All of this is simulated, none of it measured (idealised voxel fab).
The following process module bears the name voxel plated lines.
The cross-section on display is named cut; it measures 240 nm wide, and its cells are 5 nm squares.
Square cells in a grid make up a cross-section in this document, and the grid is given as bands, listed from the top down, each one or more rows of cells.
This entry defines a band. It first specifies the height of the band's top and the height of its bottom in nm, and then specifies the band's materials from left to right, stating each material with its width in nm. The word "everywhere" identifies a single material that fills the band from edge to edge, while the word "empty" identifies empty space.
We count height from 0. Below that, the starting wafer is all one material. The lowest band never ends at the bottom but goes on down; see "0..down" for how that is written.
Width: "30 to 40" (first number = top row, second number = bottom row, same change from row to row of cells).
You'll sometimes find "no change occurred" written for a step, and that's the way of saying that nowhere in the cross-section did a cell change during that step.
Any empty space of 8 cells or more lacking an open way to the top shows up in "Unvented cavities" as width x height at distance, distance from the left edge, in nm.
On each step's line, the part that comes after the settings is the simulator's own comment on the step.
Each step line may optionally specify "overlay nm", which for a step with a mask gives the rightward distance between the mask's planned place and where it lay, a negative value indicating the leftward direction.
## Set out below are the planned steps of the process
1 RECEIVE, material Si
2 CONFORMAL_DEP, material SiO2, thk nm 5
3 DIRECTIONAL_DEP, material TiN, thk nm 5
4 PATTERN, tone open, mask id LINES, material resist, width nm 25, pitch nm 50, thk nm 25, overlay nm 0
5 EPI, material Ru, thk nm 5
6 EPI, material Ru, thk nm 10
7 STRIP, etch materials resist
8 DIRECTIONAL_ETCH, etch materials TiN, depth nm 5
9 CONFORMAL_DEP, material SiCN, thk nm 5
## Account of the first of two wafers, which was processed as intended
## As-received wafer cross-section (after step 1)
    0..down = Si everywhere
    Unvented cavities: none
## Wafer after step 2 (cross-section)
    5..0 = SiO2 everywhere
    Everything under 0 stays put, no change at all.
## Wafer after step 3 (cross-section)
    10..5 = TiN everywhere
    Everything under 5 stays put, no change at all.
## Wafer after step 4 (cross-section)
    35..10 = resist (55), empty (25), resist (25), empty (25), resist (25), empty (25), resist (60)
    Everything under 10 stays put, no change at all.
## Wafer after step 5 (cross-section)
    35..15 = resist (55), empty (25), resist (25), empty (25), resist (25), empty (25), resist (60)
    15..10 = resist (55), Ru (25), resist (25), Ru (25), resist (25), Ru (25), resist (60)
    Everything under 10 stays put, no change at all.
## Wafer after step 6 (cross-section)
    35..25 = resist (55), empty (25), resist (25), empty (25), resist (25), empty (25), resist (60)
    25..10 = resist (55), Ru (25), resist (25), Ru (25), resist (25), Ru (25), resist (60)
    Everything under 10 stays put, no change at all.
## Wafer after step 7 (cross-section)
    25..10 = empty (55), Ru (25), empty (25), Ru (25), empty (25), Ru (25), empty (60)
    Everything under 10 stays put, no change at all.
## Wafer after step 8 (cross-section)
    25..10 = empty (55), Ru (25), empty (25), Ru (25), empty (25), Ru (25), empty (60)
    10..5 = empty (55), TiN (25), empty (25), TiN (25), empty (25), TiN (25), empty (60)
    Everything under 5 stays put, no change at all.
## Wafer after step 9 (cross-section)
    30..25 = empty (50), SiCN (35), empty (15), SiCN (35), empty (15), SiCN (35), empty (55)
    25..10 = empty (50), SiCN (5), Ru (25), SiCN (5), empty (15), SiCN (5), Ru (25), SiCN (5), empty (15), SiCN (5), Ru (25), SiCN (5), empty (55)
    10..5 = SiCN (55), TiN (25), SiCN (25), TiN (25), SiCN (25), TiN (25), SiCN (60)
    Everything under 5 stays put, no change at all.
## Wafer two of two - same starting point, same process plan, one mistake in execution; matches wafer one up to and including step 1
## Cross-section: second wafer, time at which step 2 was scheduled to end
    5..0 = Ru everywhere
    Everything under 0 stays put, no change at all.
## Cross-section: second wafer, time at which step 3 was scheduled to end
    10..5 = TiN everywhere
    Everything under 5 stays put, no change at all.
## Cross-section: second wafer, time at which step 4 was scheduled to end
    35..10 = resist (55), empty (25), resist (25), empty (25), resist (25), empty (25), resist (60)
    Everything under 10 stays put, no change at all.
## Cross-section: second wafer, time at which step 5 was scheduled to end
    35..15 = resist (55), empty (25), resist (25), empty (25), resist (25), empty (25), resist (60)
    15..10 = resist (55), Ru (25), resist (25), Ru (25), resist (25), Ru (25), resist (60)
    Everything under 10 stays put, no change at all.
## Cross-section: second wafer, time at which step 6 was scheduled to end
    35..25 = resist (55), empty (25), resist (25), empty (25), resist (25), empty (25), resist (60)
    25..10 = resist (55), Ru (25), resist (25), Ru (25), resist (25), Ru (25), resist (60)
    Everything under 10 stays put, no change at all.
## Cross-section: second wafer, time at which step 7 was scheduled to end
    25..10 = empty (55), Ru (25), empty (25), Ru (25), empty (25), Ru (25), empty (60)
    Everything under 10 stays put, no change at all.
## Cross-section: second wafer, time at which step 8 was scheduled to end
    25..10 = empty (55), Ru (25), empty (25), Ru (25), empty (25), Ru (25), empty (60)
    10..5 = empty (55), TiN (25), empty (25), TiN (25), empty (25), TiN (25), empty (60)
    Everything under 5 stays put, no change at all.
## Cross-section: second wafer, time at which step 9 was scheduled to end
    30..25 = empty (50), SiCN (35), empty (15), SiCN (35), empty (15), SiCN (35), empty (55)
    25..10 = empty (50), SiCN (5), Ru (25), SiCN (5), empty (15), SiCN (5), Ru (25), SiCN (5), empty (15), SiCN (5), Ru (25), SiCN (5), empty (55)
    10..5 = SiCN (55), TiN (25), SiCN (25), TiN (25), SiCN (25), TiN (25), SiCN (60)
    Everything under 5 stays put, no change at all.
Nonconformance to the process plan: step 2 changed vs plan, executed as CONFORMAL_DEP, material Ru, thk nm 5
Final tally in cells, some materials are higher or lower on the second wafer than on the first: Ru: 48 more; SiO2: 48 fewer
